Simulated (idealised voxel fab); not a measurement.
Process module heading - voxel spacer lines
For reference, the cross-section in this document is cut, with width 250 nm and square cells of 5 nm.
We lay out every cross-section as a grid of square cells and spell it out in bands from the top down, where one band means one or more rows of cells.
What a band's entry tells you: where the top is and where the bottom is, as heights in nm, and after that what lies inside, material by material from left to right, each with its width in nm. Empty space is written as the word "air", and a single material marked with the word "full width" occupies the band from edge to edge.
The level at which height equals 0 is the one under which the wafer, as it arrives, is entirely one material. No lower edge exists for the bottom band, which continues downward and is notated as in "0 -> down".
Quick explanation for "30->40": the width changes in equal steps down the rows of cells, from the first number in the band's top row to the second number in its bottom row.
Where a step carries "no modification", the cross-section came out of it unchanged, cell for cell.
Voids not open to the top, 8 cells minimum: see "Enclosed empty spaces". Written width x height at distance; distance is from the left edge; nm.
Where a step's line continues beyond its settings, the continuation is a remark by the simulator itself on that step.
overlay nm: where the mask lay relative to plan, measured to the right, on steps with a mask; negatives go left.
**Listed below are the process steps as planned**
1) op RECEIVE | material Si
2) op CONFORMAL_DEP | material Al2O3 | thk nm 5
3) op DIRECTIONAL_DEP | material W | thk nm 10
4) op DIRECTIONAL_DEP | material polySi | thk nm 20
5) op PATTERN | tone cover | mask id MANDREL | material resist | width nm 20 | pitch nm 60 | thk nm 25 | overlay nm 0
6) op DIRECTIONAL_ETCH | etch materials polySi | depth nm 20
7) op STRIP | etch materials resist
8) op CONFORMAL_DEP | material SiO2 | thk nm 10
9) op DIRECTIONAL_ETCH | etch materials SiO2 | depth nm 10
10) op STRIP | etch materials polySi
11) op DIRECTIONAL_ETCH | etch materials W | depth nm 10
12) op STRIP | etch materials SiO2
**This is the cross-section of the wafer as we received it, i.e. after step 1**
    0 -> down = Si full width
    Enclosed empty spaces: none
**End-of-module cross-section. Starting structure and process plan as above; one mistake made in running it**
    15 -> 5 = air: 80 / W: 10 / air: 20 / W: 10 / air: 20 / W: 10 / air: 20 / W: 10 / air: 70
    5 -> 0 = Al2O3 full width
    0 -> down = Si full width
    Enclosed empty spaces: none
What was the processing mistake? for step 5, the planned setting was not used; the step was instead run as op PATTERN | tone cover | mask id MANDREL | material resist | width nm 20 | pitch nm 60 | thk nm 25 | overlay nm 5
